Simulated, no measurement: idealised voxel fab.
process module | voxel released beams
Section shown: cut. Width: 220 nm. Cell size: 5 nm, square.
Throughout this document, each cross-section is represented as a grid of square cells and is presented as a sequence of bands enumerated from the top downward, where a band comprises one or more rows of cells. Basically the band line says how high the top is and how high the bottom is, in nm, and then what's in it from left to right, every material with its width in nm. Empty space shows up as "air", and if a single material carries "throughout" it runs the full band edge to edge. It should be noted that heights are counted from 0, beneath which the wafer as supplied is of one material throughout, and that the lowest band possesses no lower boundary but continues downward, as written in "0 -> down". Width: "30 to 40" (first number = top row, second number = bottom row, same change from row to row of cells). Take "left unchanged" at face value: in the step it is given for, the cross-section changed in none of its cells. Look at "Closed void inventory" for the closed voids: empty spaces with no open path to the top, sized 8 cells or up. Each is width x height at distance, distance from the left edge, all nm. Whatever follows a step's settings on its line is a remark the simulator itself makes about that step. overlay nm: mask offset rightward from planned place, masked step; negative means leftward offset.
Process steps foreseen in the plan
1,RECEIVE,material Si
2,CONFORMAL_DEP,material SiN,thk nm 5
3,DIRECTIONAL_DEP,material SiO2,thk nm 15
4,DIRECTIONAL_DEP,material aC,thk nm 15
5,PATTERN,tone open,mask id ANCHOR,material resist,width nm 30,thk nm 30,overlay nm 0
6,DIRECTIONAL_ETCH,etch materials aC,depth nm 15
7,STRIP,etch materials resist
8,DIRECTIONAL_ETCH,etch materials SiO2,depth nm 15
9,STRIP,etch materials aC
10,CONFORMAL_DEP,material W,thk nm 10
11,DIRECTIONAL_DEP,material aC,thk nm 10
12,PATTERN,tone cover,mask id BEAM,material resist,width nm 105,thk nm 25,overlay nm 0
13,DIRECTIONAL_ETCH,etch materials aC,depth nm 10
14,STRIP,etch materials resist
15,DIRECTIONAL_ETCH,etch materials W,depth nm 10
16,STRIP,etch materials aC
17,STRIP,etch materials SiO2
So this is the incoming wafer in cross-section - it's already been through step 1
> 0 -> down  Si throughout
> Closed void inventory: none
First of two wafers at the end of the module, shown in cross-section; run carried out as planned
> 30 -> 20  air 55 nm | W 15 nm | air 10 nm | W 80 nm | air 60 nm
> 20 -> 15  air 60 nm | W 10 nm | air 10 nm | W 10 nm | air 130 nm
> 15 -> 5  air 60 nm | W 30 nm | air 130 nm
> 5 -> 0  SiN throughout
> 0 -> down  Si throughout
> Closed void inventory: none
Cross-section of the latter of the two wafers at module completion. It had an identical start and an identical plan to the former; in running it, one mistake was made
> 30 -> 20  air 55 nm | W 45 nm | air 120 nm
> 20 -> 15  air 50 nm | W 10 nm | SiO2 30 nm | W 10 nm | air 120 nm
> 15 -> 5  air 50 nm | W 10 nm | SiO2 30 nm | W 70 nm | air 60 nm
> 5 -> 0  SiN throughout
> 0 -> down  Si throughout
> Closed void inventory: none
Plan not followed: not per plan at step 5, really ran PATTERN,tone cover,mask id ANCHOR,material resist,width nm 30,thk nm 30,overlay nm 0
In the final state, the cell counts of the second wafer exceed or fall short of those of the first for the following materials: +18 SiO2
